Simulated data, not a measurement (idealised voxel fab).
process module | voxel local oxidation
Cross-sectional view cut (width: 145 nm; square cell size: 5 nm).
Cross-sections here: square-cell grids, written as top-down lists of bands, a band being one or more rows of cells.
Top, bottom (nm), then materials left to right with widths (nm); lone material tagged "everywhere" fills the whole band edge to edge; "empty" = empty space.
The reference from which all heights are counted is 0, the level beneath which the as-received wafer is entirely one material; the lowest band, having no lower bound, proceeds downward and is written after the example "0 nm and below".
The two numbers in a width such as "30->40" mark its ends across the band: the first belongs to the top row of cells, the second to the bottom row, and from each row to the next the width moves by the same amount.
It should be understood that the words "all unchanged", when stated for a given step, signify that the cross-section underwent no change in any of its cells during that step.
If an empty space has no open way to the top and is at least 8 cells in size, "Completely sealed voids" lists it, written width x height at distance, where distance is measured from the left edge and every value is in nm.
Formally, on a step line, whatever follows the settings is a remark that the simulator itself makes on the step.
A step's line can hold "overlay nm"; with a mask on that step, the setting says how far right of the planned place the mask lay, while a negative setting says it lay to the left.
THIS SECTION LISTS THE PROCESS STEPS THAT WERE PLANNED
1,RECEIVE,material Si
2,CONFORMAL_DEP,material SiO2,thk nm 5
3,CONFORMAL_DEP,material SiN,thk nm 10
4,PATTERN,tone cover,mask id ACTIVE,material resist,width nm 100,thk nm 20,overlay nm 0
5,DIRECTIONAL_ETCH,etch materials SiN,depth nm 10
6,STRIP,etch materials resist
7,SELECTIVE_ETCH,etch materials SiO2,depth nm 5
8,OXIDIZE,depth nm 15
9,STRIP,etch materials SiN
THE FIRST OF TWO WAFERS, RUN AS PLANNED
AS-RECEIVED STATE OF THE WAFER IN CROSS-SECTION, EQUIVALENT TO POST-STEP 1
	0 nm and below  Si everywhere
	Completely sealed voids: none
WAFER AFTER STEP 2 (CROSS-SECTION)
	5 nm to 0 nm  SiO2 everywhere
	below 0: unchanged
WAFER AFTER STEP 3 (CROSS-SECTION)
	15 nm to 5 nm  SiN everywhere
	below 5: unchanged
WAFER AFTER STEP 4 (CROSS-SECTION)
	35 nm to 15 nm  empty 20 nm / resist 100 nm / empty 25 nm
	below 15: unchanged
WAFER AFTER STEP 5 (CROSS-SECTION)
	35 nm to 15 nm  empty 20 nm / resist 100 nm / empty 25 nm
	15 nm to 5 nm  empty 20 nm / SiN 100 nm / empty 25 nm
	below 5: unchanged
WAFER AFTER STEP 6 (CROSS-SECTION)
	15 nm to 5 nm  empty 20 nm / SiN 100 nm / empty 25 nm
	below 5: unchanged
WAFER AFTER STEP 7 (CROSS-SECTION)
	15 nm to 5 nm  empty 20 nm / SiN 100 nm / empty 25 nm
	5 nm to 0 nm  empty 25 nm / SiO2 90 nm / empty 30 nm
	below 0: unchanged
WAFER AFTER STEP 8 (CROSS-SECTION)
	15 nm to 5 nm  empty 20 nm / SiN 100 nm / empty 25 nm
	5 nm to 0 nm  empty 25 nm / SiO2 90 nm / empty 30 nm
	0 nm to -15 nm  SiO2 40 nm / Si 60 nm / SiO2 45 nm
	below -15: unchanged
WAFER AFTER STEP 9 (CROSS-SECTION)
	5 nm to 0 nm  empty 25 nm / SiO2 90 nm / empty 30 nm
	below 0: unchanged
SECOND WAFER (IDENTICAL START AND PLAN, ONE PROCESSING ERROR; MATCHES FIRST WAFER THROUGH STEP 5)
SECOND WAFER, SECTION VIEW, TIME POINT: SCHEDULED END OF STEP 6
	15 nm to 5 nm  empty 20 nm / SiN 100 nm / empty 25 nm
	below 5: unchanged
SECOND WAFER, SECTION VIEW, TIME POINT: SCHEDULED END OF STEP 7
	15 nm to 5 nm  empty 20 nm / SiN 100 nm / empty 25 nm
	5 nm to 0 nm  empty 25 nm / SiO2 90 nm / empty 30 nm
	below 0: unchanged
SECOND WAFER, SECTION VIEW, TIME POINT: SCHEDULED END OF STEP 8
	15 nm to 5 nm  empty 20 nm / SiN 100 nm / empty 25 nm
	5 nm to 0 nm  empty 25 nm / SiO2 90 nm / empty 30 nm
	0 nm to -15 nm  SiO2 40 nm / Si 60 nm / SiO2 45 nm
	below -15: unchanged
SECOND WAFER, SECTION VIEW, TIME POINT: SCHEDULED END OF STEP 9
	5 nm to 0 nm  empty 25 nm / SiO2 90 nm / empty 30 nm
	below 0: unchanged
Plan not followed: regarding the plan, step 6 was run twice
Final cross-sections of the two wafers are identical, so the mistake has no effect on what this model computes.
